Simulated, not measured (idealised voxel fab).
Process module in this document: voxel ribs on slabs
Pictured: cross-section cut, 250 nm wide, on a grid of 5 nm square cells.
A cross-section in this document is a grid of square cells, and it is written down as bands, the top band listed before the ones below it; a band is made up of one or more rows of cells. The band entry comprises the height of the band's top followed by the height of its bottom, expressed in nm, and subsequently the band's materials from left to right, each stated together with its width in nm. Where a single material is marked with the word "edge to edge", that material fills the band from edge to edge. The word "empty" represents empty space. Basically, 0 is our baseline, since under it the wafer straight out of the box is all one material. The bottom band has no lower end and keeps on going down, so it looks like "0 down". The expression "30..40" gives the width at the extremes of the band, the first number at its top row of cells and the second at its bottom row, with the width changing by equal amounts from each row to the next in between. Reading "no change" for a step: not a cell of the cross-section changed in it. Closed empty spaces (no open way to the top) of 8 cells or more are what "Cavities, sealed" lists, each as width x height at distance from the left edge, nm for all three. after a step's settings: what the simulator itself notes on the step. "overlay nm" answers the question of how far to the right of plan the mask lay on a step that has a mask, and when it is negative the answer is to the left.

-- plan
1) RECEIVE with material Si
2) DIRECTIONAL_DEP with material SiO2, thk nm 30
3) DIRECTIONAL_DEP with material SiN, thk nm 15
4) PATTERN with tone cover, mask id RIB, material resist, width nm 25, thk nm 15, overlay nm 0
5) DIRECTIONAL_ETCH with etch materials SiN, depth nm 5
6) STRIP with etch materials resist
7) MASKED_ETCH with tone cover, mask id SLAB, width nm 55, etch materials SiN, depth nm 10, overlay nm 0
8) FILL_DEP with material SiO2, thk nm 20
9) CMP with height nm 60
10) DIRECTIONAL_DEP with material W, thk nm 5
11) MASKED_ETCH with tone cover, mask id HEATER, width nm 35, etch materials W, depth nm 5, overlay nm -15
12) CONFORMAL_DEP with material SiN, thk nm 10
Across this set of wafers, the varied parameter is the overlay nm of step 11. Starting conditions are identical for every wafer, and the plan reports the value assigned to the first wafer.

-- Cross-section of the first of several wafers on receipt, reflecting completion of step 1
0 down = Si edge to edge
Cavities, sealed: none

-- Row per wafer, end-of-module: cell gain (+)/loss (-) by material since the wafer came in, then closed voids
overlay nm -15, +131 SiN, +573 SiO2, +7 W, Cavities, sealed: none
overlay nm -10, +131 SiN, +573 SiO2, +7 W, Cavities, sealed: none
overlay nm -5, +131 SiN, +573 SiO2, +7 W, Cavities, sealed: none
overlay nm 0, +131 SiN, +573 SiO2, +7 W, Cavities, sealed: none
overlay nm 5, +131 SiN, +573 SiO2, +7 W, Cavities, sealed: none
overlay nm 10, +131 SiN, +573 SiO2, +7 W, Cavities, sealed: none
overlay nm 15, +131 SiN, +573 SiO2, +7 W, Cavities, sealed: none
